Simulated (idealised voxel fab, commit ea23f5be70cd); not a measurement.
Name of the process module below: voxel air gaps
Square cells of 5 nm make up the cross-section cut, whose width is 265 nm.
A cross-section in this document is a grid of square cells, and it is written down as bands, the top band listed before the ones below it; a band is made up of one or more rows of cells. Band: top height; bottom height; in nm. Then, left to right: material with width in nm, for each material. "everywhere": a single material spanning edge to edge. "blank": empty space. Height 0 is the level under which the wafer as received is all one material. The lowest band goes on downwards, as in "0 -> down". When a width is written as two numbers, as in "30 to 40", the first number is the width in the top row of cells of the band and the second is the width in its bottom row, and the width changes by the same amount from each row to the next. It should be understood that the words "nothing altered", when stated for a given step, signify that the cross-section underwent no change in any of its cells during that step. In the "Closed void register" entry, you get each enclosed empty space of 8 cells or more, one with no open way to the top, written width x height at distance, distance from the left edge, in nm. Step line, after settings: the simulator's comment on this step. On any step carrying a mask, the "overlay nm" setting, if present on the step's line, tells how far right of its planned place the mask lay; negative values point to the left.

THE PLANNED PROCESS STEPS ARE ENUMERATED HEREUNDER
1) op RECEIVE | material Si
2) op CONFORMAL_DEP | material SiO2 | thk nm 15
3) op CONFORMAL_DEP | material SiN | thk nm 5
4) op DIRECTIONAL_DEP | material SiO2 | thk nm 40
5) op DIRECTIONAL_DEP | material aC | thk nm 15
6) op PATTERN | tone open | mask id LINES | material resist | width nm 15 | pitch nm 40 | thk nm 35 | overlay nm 0
7) op DIRECTIONAL_ETCH | etch materials aC | depth nm 15
8) op STRIP | etch materials resist
9) op DIRECTIONAL_ETCH | etch materials SiO2 | depth nm 40
10) op STRIP | etch materials aC
11) op CONFORMAL_DEP | material TiN | thk nm 5
12) op FILL_DEP | material W | thk nm 10
13) op CMP | height nm 60
14) op EPI | material Ru | thk nm 10
15) op SELECTIVE_ETCH | etch materials SiO2 | depth nm 50
16) op CONFORMAL_DEP | material SiN | thk nm 5

WAFER AS RECEIVED: CROSS-SECTION FOLLOWING STEP 1
* 0 -> down | Si everywhere
* Closed void register: none

SAME STARTING WAFER, SAME PLAN AS ABOVE, ONE MISTAKE IN THE EXECUTION; THIS IS THE CROSS-SECTION AT THE END OF THE MODULE
* 75 -> 70 | blank: 70, SiN: 130, blank: 65
* 70 -> 60 | blank: 70, SiN: 5, Ru: 120, SiN: 5, blank: 65
* 60 -> 55 | blank: 70, SiN: 15, TiN: 5, W: 10, TiN: 5, SiO2: 20, TiN: 5, W: 10, TiN: 5, SiO2: 20, TiN: 5, W: 10, TiN: 5, SiN: 15, blank: 65
* 55 -> 25 | blank: 80, SiN: 5, TiN: 5, W: 10, TiN: 5, SiO2: 20, TiN: 5, W: 10, TiN: 5, SiO2: 20, TiN: 5, W: 10, TiN: 5, SiN: 5, blank: 75
* 25 -> 20 | SiN: 85, TiN: 20, SiO2: 20, TiN: 20, SiO2: 20, TiN: 20, SiN: 80
* 20 -> 15 | SiN everywhere
* 15 -> 0 | SiO2 everywhere
* 0 -> down | Si everywhere
* Closed void register: none
It is concluded that the wafer was processed incorrectly with respect to the plan, in that step 6 deviated from plan and actually ran as op PATTERN | tone open | mask id LINES | material resist | width nm 20 | pitch nm 40 | thk nm 35 | overlay nm 0
